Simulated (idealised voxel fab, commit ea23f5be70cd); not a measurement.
The name of this process module is voxel self aligned vias.
Each square cell in cross-section cut measures 5 nm, and the section as a whole is 260 nm wide.
A cross-section in this document is a grid of square cells, and it is written down as bands, the top band listed before the ones below it; a band is made up of one or more rows of cells.
Basically the band line says how high the top is and how high the bottom is, in nm, and then what's in it from left to right, every material with its width in nm. Empty space shows up as "air", and if a single material carries "throughout" it runs the full band edge to edge.
The reference from which all heights are counted is 0, the level beneath which the as-received wafer is entirely one material; the lowest band, having no lower bound, proceeds downward and is written after the example "z 0 and below".
Note: "30 to 40" means the width goes from the first number (top row of the band) to the second number (bottom row) in equal steps per row of cells.
"same as before" means the step left every cell of the cross-section as it was.
What "Enclosed internal voids" gives you is every empty space of 8 cells or more that is cut off from the top. Each appears as width x height at distance, with the distance taken from the left edge and width, height and distance all in nm.
Where a step's line continues beyond its settings, the continuation is a remark by the simulator itself on that step.
On any step carrying a mask, the "overlay nm" setting, if present on the step's line, tells how far right of its planned place the mask lay; negative values point to the left.
### Listed below are the process steps as planned
- 1: RECEIVE | material Si
- 2: CONFORMAL_DEP | material SiO2 | thk nm 10
- 3: CONFORMAL_DEP | material SiCN | thk nm 5
- 4: DIRECTIONAL_DEP | material lowk | thk nm 20
- 5: DIRECTIONAL_DEP | material aC | thk nm 15
- 6: PATTERN | tone open | mask id LINES | material resist | width nm 15 | pitch nm 75 | thk nm 35 | overlay nm 0
- 7: DIRECTIONAL_ETCH | etch materials aC | depth nm 15
- 8: STRIP | etch materials resist
- 9: DIRECTIONAL_ETCH | etch materials lowk | depth nm 20
- 10: STRIP | etch materials aC
- 11: CONFORMAL_DEP | material TiN | thk nm 5
- 12: FILL_DEP | material W | thk nm 10
- 13: CMP | height nm 35
- 14: SELECTIVE_ETCH | etch materials W Ru TiN | depth nm 5
- 15: FILL_DEP | material SiN | thk nm 10
- 16: CMP | height nm 35
- 17: DIRECTIONAL_DEP | material lowk | thk nm 15
- 18: MASKED_ETCH | tone open | mask id VIAS | width nm 45 | etch materials lowk | depth nm 15 | overlay nm 0
- 19: MASKED_ETCH | tone open | mask id VIAS | width nm 45 | etch materials SiN | depth nm 5 | overlay nm 0
- 20: CONFORMAL_DEP | material TiN | thk nm 5
- 21: FILL_DEP | material Cu | thk nm 5
- 22: CMP | height nm 50
- 23: CONFORMAL_DEP | material SiN | thk nm 5
Among the wafers covered here, the point of difference is the width nm at step 6; their starting state is shared, and the plan presents the value of the first wafer.
### As-received state after step 1, first of several wafers, cross-section
z 0 and below  Si throughout
Enclosed internal voids: none
### Basically each wafer gets a line in the table, showing it at the end of the module: material by material, the cells it gained (+) or lost (-) since we got it, then its closed voids
width nm 15; +15 Cu; +52 SiCN; +55 SiN; +104 SiO2; +29 TiN; +4 W; +313 lowk; Enclosed internal voids: none
width nm 20; +16 Cu; +52 SiCN; +56 SiN; +104 SiO2; +31 TiN; +8 W; +305 lowk; Enclosed internal voids: none
width nm 25; +17 Cu; +52 SiCN; +57 SiN; +104 SiO2; +33 TiN; +12 W; +297 lowk; Enclosed internal voids: none
width nm 30; +18 Cu; +52 SiCN; +58 SiN; +104 SiO2; +35 TiN; +16 W; +289 lowk; Enclosed internal voids: none
width nm 35; +19 Cu; +52 SiCN; +59 SiN; +104 SiO2; +37 TiN; +20 W; +281 lowk; Enclosed internal voids: none
width nm 40; +20 Cu; +52 SiCN; +60 SiN; +104 SiO2; +39 TiN; +24 W; +273 lowk; Enclosed internal voids: none
